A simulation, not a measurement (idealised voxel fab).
This section sets out a process module, namely voxel lift off.
Each square cell in cross-section cut measures 5 nm, and the section as a whole is 250 nm wide.
A cross-section is a grid of square cells, given in bands from the top down. A band is one or more rows of cells.
In this notation a band is specified by the heights of its top and bottom, in that order and in nm, after which its materials appear from left to right, each paired with its width in nm. The word "throughout" attached to a single material means that material fills the band from edge to edge; the word "air" stands for empty space.
Counting heights begins at 0, where everything beneath is, in the wafer as received, one material. The lowest band has no bottom; it goes on downwards, as "from 0 down" shows.
With a width like "30->40", each row of cells in the band differs from the next by the same amount, the top row carrying the first number and the bottom row the second.
The cross-section has no changed cell in any step marked "nothing different".
Reported under the label "Tabulated closed voids" are the empty spaces having no open way to the top and comprising 8 cells or more; the notation for each is width x height at distance, in which the distance is measured from the left edge and all three values are in nm.
Step line, after settings: the simulator's comment on this step.
"overlay nm" denotes, for a step that has a mask, the displacement of the mask to the right of its planned place, with negative values corresponding to the left.
For the reader: what remains of this document is a series of pairs, each showing a cross-section before one process step and a cross-section after that step which reaches down only to the lowest band that changed, with the step between them and its settings set out under the pair. It should not be assumed that a pair continues from the pair above it; the pairs can come from different runs of this module on the same starting wafer, and such continuity exists only where the entry headed "Before-step section" says so.
BEFORE-STEP SECTION
- from 0 down | Si throughout
- Tabulated closed voids: none
POST-STEP GEOMETRY
- from 15 to 0 | SiN throughout
- At heights below 0, the structure remains unaltered.
- Tabulated closed voids: none
Which operation links the two cross-sections above? CONFORMAL_DEP: material SiN, thk nm 15
Before-step section: equal to the after panel directly above.
POST-STEP GEOMETRY
- from 35 to 15 | resist=90  air=20  resist=30  air=20  resist=90
- At heights below 15, the structure remains unaltered.
- Tabulated closed voids: none
Which operation links the two cross-sections above? PATTERN: tone open, mask id LINES, material resist, width nm 20, pitch nm 50, thk nm 20, overlay nm 0
Before-step section: equal to the after panel directly above.
POST-STEP GEOMETRY
- from 45 to 35 | Ru=90  air=20  Ru=30  air=20  Ru=90
- from 35 to 25 | resist=90  air=20  resist=30  air=20  resist=90
- from 25 to 15 | resist=90  Ru=20  resist=30  Ru=20  resist=90
- At heights below 15, the structure remains unaltered.
- Tabulated closed voids: none
Which operation links the two cross-sections above? DIRECTIONAL_DEP: material Ru, thk nm 10
Before-step section: equal to the after panel directly above.
POST-STEP GEOMETRY
- from 25 to 15 | air=90  Ru=20  air=30  Ru=20  air=90
- At heights below 15, the structure remains unaltered.
- Tabulated closed voids: none
Which operation links the two cross-sections above? STRIP: etch materials resist
Before-step section: equal to the after panel directly above.
POST-STEP GEOMETRY
- from 30 to 25 | air=85  SiCN=30  air=20  SiCN=30  air=85
- from 25 to 20 | air=85  SiCN=5  Ru=20  SiCN=5  air=20  SiCN=5  Ru=20  SiCN=5  air=85
- from 20 to 15 | SiCN=90  Ru=20  SiCN=30  Ru=20  SiCN=90
- At heights below 15, the structure remains unaltered.
- Tabulated closed voids: none
Which operation links the two cross-sections above? CONFORMAL_DEP: material SiCN, thk nm 5
BEFORE-STEP SECTION
- from 0 down | Si throughout
- Tabulated closed voids: none
POST-STEP GEOMETRY
- from 20 to 0 | resist=90  air=20  resist=30  air=20  resist=90
- At heights below 0, the structure remains unaltered.
- Tabulated closed voids: none
Which operation links the two cross-sections above? PATTERN: tone open, mask id LINES, material resist, width nm 20, pitch nm 50, thk nm 20, overlay nm 0
Before-step section: equal to the after panel directly above.
POST-STEP GEOMETRY
- from 30 to 20 | Ru=90  air=20  Ru=30  air=20  Ru=90
- from 20 to 10 | resist=90  air=20  resist=30  air=20  resist=90
- from 10 to 0 | resist=90  Ru=20  resist=30  Ru=20  resist=90
- At heights below 0, the structure remains unaltered.
- Tabulated closed voids: none
Which operation links the two cross-sections above? DIRECTIONAL_DEP: material Ru, thk nm 10
Before-step section: equal to the after panel directly above.
POST-STEP GEOMETRY
- from 10 to 0 | air=90  Ru=20  air=30  Ru=20  air=90
- At heights below 0, the structure remains unaltered.
- Tabulated closed voids: none
Which operation links the two cross-sections above? STRIP: etch materials resist
Before-step section: equal to the after panel directly above.
POST-STEP GEOMETRY
- from 15 to 10 | air=85  SiCN=30  air=20  SiCN=30  air=85
- from 10 to 5 | air=85  SiCN=5  Ru=20  SiCN=5  air=20  SiCN=5  Ru=20  SiCN=5  air=85
- from 5 to 0 | SiCN=90  Ru=20  SiCN=30  Ru=20  SiCN=90
- At heights below 0, the structure remains unaltered.
- Tabulated closed voids: none
Which operation links the two cross-sections above? CONFORMAL_DEP: material SiCN, thk nm 5
BEFORE-STEP SECTION
- from 15 to 0 | SiN throughout
- from 0 down | Si throughout
- Tabulated closed voids: none
POST-STEP GEOMETRY
- from 30 to 0 | SiN throughout
- At heights below 0, the structure remains unaltered.
- Tabulated closed voids: none
Which operation links the two cross-sections above? CONFORMAL_DEP: material SiN, thk nm 15
Before-step section: equal to the after panel directly above.
POST-STEP GEOMETRY
- from 50 to 30 | resist=90  air=20  resist=30  air=20  resist=90
- At heights below 30, the structure remains unaltered.
- Tabulated closed voids: none
Which operation links the two cross-sections above? PATTERN: tone open, mask id LINES, material resist, width nm 20, pitch nm 50, thk nm 20, overlay nm 0
Before-step section: equal to the after panel directly above.
POST-STEP GEOMETRY
- from 60 to 50 | Ru=90  air=20  Ru=30  air=20  Ru=90
- from 50 to 40 | resist=90  air=20  resist=30  air=20  resist=90
- from 40 to 30 | resist=90  Ru=20  resist=30  Ru=20  resist=90
- At heights below 30, the structure remains unaltered.
- Tabulated closed voids: none
Which operation links the two cross-sections above? DIRECTIONAL_DEP: material Ru, thk nm 10
Before-step section: equal to the after panel directly above.
POST-STEP GEOMETRY
- from 40 to 30 | air=90  Ru=20  air=30  Ru=20  air=90
- At heights below 30, the structure remains unaltered.
- Tabulated closed voids: none
Which operation links the two cross-sections above? STRIP: etch materials resist
Before-step section: equal to the after panel directly above.
POST-STEP GEOMETRY
- from 45 to 40 | air=85  SiCN=30  air=20  SiCN=30  air=85
- from 40 to 35 | air=85  SiCN=5  Ru=20  SiCN=5  air=20  SiCN=5  Ru=20  SiCN=5  air=85
- from 35 to 30 | SiCN=90  Ru=20  SiCN=30  Ru=20  SiCN=90
- At heights below 30, the structure remains unaltered.
- Tabulated closed voids: none
Which operation links the two cross-sections above? CONFORMAL_DEP: material SiCN, thk nm 5
BEFORE-STEP SECTION
- from 0 down | Si throughout
- Tabulated closed voids: none
POST-STEP GEOMETRY
- from 20 to 0 | SiN throughout
- At heights below 0, the structure remains unaltered.
- Tabulated closed voids: none
Which operation links the two cross-sections above? CONFORMAL_DEP: material SiN, thk nm 20
Before-step section: equal to the after panel directly above.
POST-STEP GEOMETRY
- from 40 to 20 | resist=90  air=20  resist=30  air=20  resist=90
- At heights below 20, the structure remains unaltered.
- Tabulated closed voids: none
Which operation links the two cross-sections above? PATTERN: tone open, mask id LINES, material resist, width nm 20, pitch nm 50, thk nm 20, overlay nm 0
Before-step section: equal to the after panel directly above.
POST-STEP GEOMETRY
- from 50 to 40 | Ru=90  air=20  Ru=30  air=20  Ru=90
- from 40 to 30 | resist=90  air=20  resist=30  air=20  resist=90
- from 30 to 20 | resist=90  Ru=20  resist=30  Ru=20  resist=90
- At heights below 20, the structure remains unaltered.
- Tabulated closed voids: none
Which operation links the two cross-sections above? DIRECTIONAL_DEP: material Ru, thk nm 10
Before-step section: equal to the after panel directly above.
POST-STEP GEOMETRY
- from 30 to 20 | air=90  Ru=20  air=30  Ru=20  air=90
- At heights below 20, the structure remains unaltered.
- Tabulated closed voids: none
Which operation links the two cross-sections above? STRIP: etch materials resist
Before-step section: equal to the after panel directly above.
POST-STEP GEOMETRY
- from 35 to 30 | air=85  SiCN=30  air=20  SiCN=30  air=85
- from 30 to 25 | air=85  SiCN=5  Ru=20  SiCN=5  air=20  SiCN=5  Ru=20  SiCN=5  air=85
- from 25 to 20 | SiCN=90  Ru=20  SiCN=30  Ru=20  SiCN=90
- At heights below 20, the structure remains unaltered.
- Tabulated closed voids: none
Which operation links the two cross-sections above? CONFORMAL_DEP: material SiCN, thk nm 5
BEFORE-STEP SECTION
- from 15 to 0 | SiN throughout
- from 0 down | Si throughout
- Tabulated closed voids: none
POST-STEP GEOMETRY
- from 35 to 15 | resist=95  air=15  resist=35  air=15  resist=90
- At heights below 15, the structure remains unaltered.
- Tabulated closed voids: none
Which operation links the two cross-sections above? PATTERN: tone open, mask id LINES, material resist, width nm 15, pitch nm 50, thk nm 20, overlay nm 0
Before-step section: equal to the after panel directly above.
POST-STEP GEOMETRY
- from 45 to 35 | Ru=95  air=15  Ru=35  air=15  Ru=90
- from 35 to 25 | resist=95  air=15  resist=35  air=15  resist=90
- from 25 to 15 | resist=95  Ru=15  resist=35  Ru=15  resist=90
- At heights below 15, the structure remains unaltered.
- Tabulated closed voids: none
Which operation links the two cross-sections above? DIRECTIONAL_DEP: material Ru, thk nm 10
Before-step section: equal to the after panel directly above.
POST-STEP GEOMETRY
- from 25 to 15 | air=95  Ru=15  air=35  Ru=15  air=90
- At heights below 15, the structure remains unaltered.
- Tabulated closed voids: none
Which operation links the two cross-sections above? STRIP: etch materials resist
Before-step section: equal to the after panel directly above.
POST-STEP GEOMETRY
- from 30 to 25 | air=90  SiCN=25  air=25  SiCN=25  air=85
- from 25 to 20 | air=90  SiCN=5  Ru=15  SiCN=5  air=25  SiCN=5  Ru=15  SiCN=5  air=85
- from 20 to 15 | SiCN=95  Ru=15  SiCN=35  Ru=15  SiCN=90
- At heights below 15, the structure remains unaltered.
- Tabulated closed voids: none
Which operation links the two cross-sections above? CONFORMAL_DEP: material SiCN, thk nm 5
BEFORE-STEP SECTION
- from 15 to 0 | SiN throughout
- from 0 down | Si throughout
- Tabulated closed voids: none
POST-STEP GEOMETRY
- from 35 to 15 | resist=80  air=20  resist=30  air=20  resist=100
- At heights below 15, the structure remains unaltered.
- Tabulated closed voids: none
Which operation links the two cross-sections above? PATTERN: tone open, mask id LINES, material resist, width nm 20, pitch nm 50, thk nm 20, overlay nm -10
Before-step section: equal to the after panel directly above.
POST-STEP GEOMETRY
- from 45 to 35 | Ru=80  air=20  Ru=30  air=20  Ru=100
- from 35 to 25 | resist=80  air=20  resist=30  air=20  resist=100
- from 25 to 15 | resist=80  Ru=20  resist=30  Ru=20  resist=100
- At heights below 15, the structure remains unaltered.
- Tabulated closed voids: none
Which operation links the two cross-sections above? DIRECTIONAL_DEP: material Ru, thk nm 10
Before-step section: equal to the after panel directly above.
POST-STEP GEOMETRY
- from 25 to 15 | air=80  Ru=20  air=30  Ru=20  air=100
- At heights below 15, the structure remains unaltered.
- Tabulated closed voids: none
Which operation links the two cross-sections above? STRIP: etch materials resist
Before-step section: equal to the after panel directly above.
POST-STEP GEOMETRY
- from 30 to 25 | air=75  SiCN=30  air=20  SiCN=30  air=95
- from 25 to 20 | air=75  SiCN=5  Ru=20  SiCN=5  air=20  SiCN=5  Ru=20  SiCN=5  air=95
- from 20 to 15 | SiCN=80  Ru=20  SiCN=30  Ru=20  SiCN=100
- At heights below 15, the structure remains unaltered.
- Tabulated closed voids: none
Which operation links the two cross-sections above? CONFORMAL_DEP: material SiCN, thk nm 5
BEFORE-STEP SECTION
- from 25 to 15 | air=90  Ru=20  air=30  Ru=20  air=90
- from 15 to 0 | SiN throughout
- from 0 down | Si throughout
- Tabulated closed voids: none
POST-STEP GEOMETRY
- from 30 to 25 | air=85  SiN=30  air=20  SiN=30  air=85
- from 25 to 20 | air=85  SiN=5  Ru=20  SiN=5  air=20  SiN=5  Ru=20  SiN=5  air=85
- from 20 to 15 | SiN=90  Ru=20  SiN=30  Ru=20  SiN=90
- At heights below 15, the structure remains unaltered.
- Tabulated closed voids: none
Which operation links the two cross-sections above? CONFORMAL_DEP: material SiN, thk nm 5
BEFORE-STEP SECTION
- from 15 to 0 | SiN throughout
- from 0 down | Si throughout
- Tabulated closed voids: none
POST-STEP GEOMETRY
- from 35 to 15 | air=90  resist=20  air=30  resist=20  air=90
- At heights below 15, the structure remains unaltered.
- Tabulated closed voids: none
Which operation links the two cross-sections above? PATTERN: tone cover, mask id LINES, material resist, width nm 20, pitch nm 50, thk nm 20, overlay nm 0
Before-step section: equal to the after panel directly above.
POST-STEP GEOMETRY
- from 45 to 35 | air=90  Ru=20  air=30  Ru=20  air=90
- from 35 to 25 | air=90  resist=20  air=30  resist=20  air=90
- from 25 to 15 | Ru=90  resist=20  Ru=30  resist=20  Ru=90
- At heights below 15, the structure remains unaltered.
- Tabulated closed voids: none
Which operation links the two cross-sections above? DIRECTIONAL_DEP: material Ru, thk nm 10
Before-step section: equal to the after panel directly above.
POST-STEP GEOMETRY
- from 25 to 15 | Ru=90  air=20  Ru=30  air=20  Ru=90
- At heights below 15, the structure remains unaltered.
- Tabulated closed voids: none
Which operation links the two cross-sections above? STRIP: etch materials resist
Before-step section: equal to the after panel directly above.
POST-STEP GEOMETRY
- from 30 to 25 | SiCN=95  air=10  SiCN=40  air=10  SiCN=95
- from 25 to 20 | Ru=90  SiCN=5  air=10  SiCN=5  Ru=30  SiCN=5  air=10  SiCN=5  Ru=90
- from 20 to 15 | Ru=90  SiCN=20  Ru=30  SiCN=20  Ru=90
- At heights below 15, the structure remains unaltered.
- Tabulated closed voids: none
Which operation links the two cross-sections above? CONFORMAL_DEP: material SiCN, thk nm 5
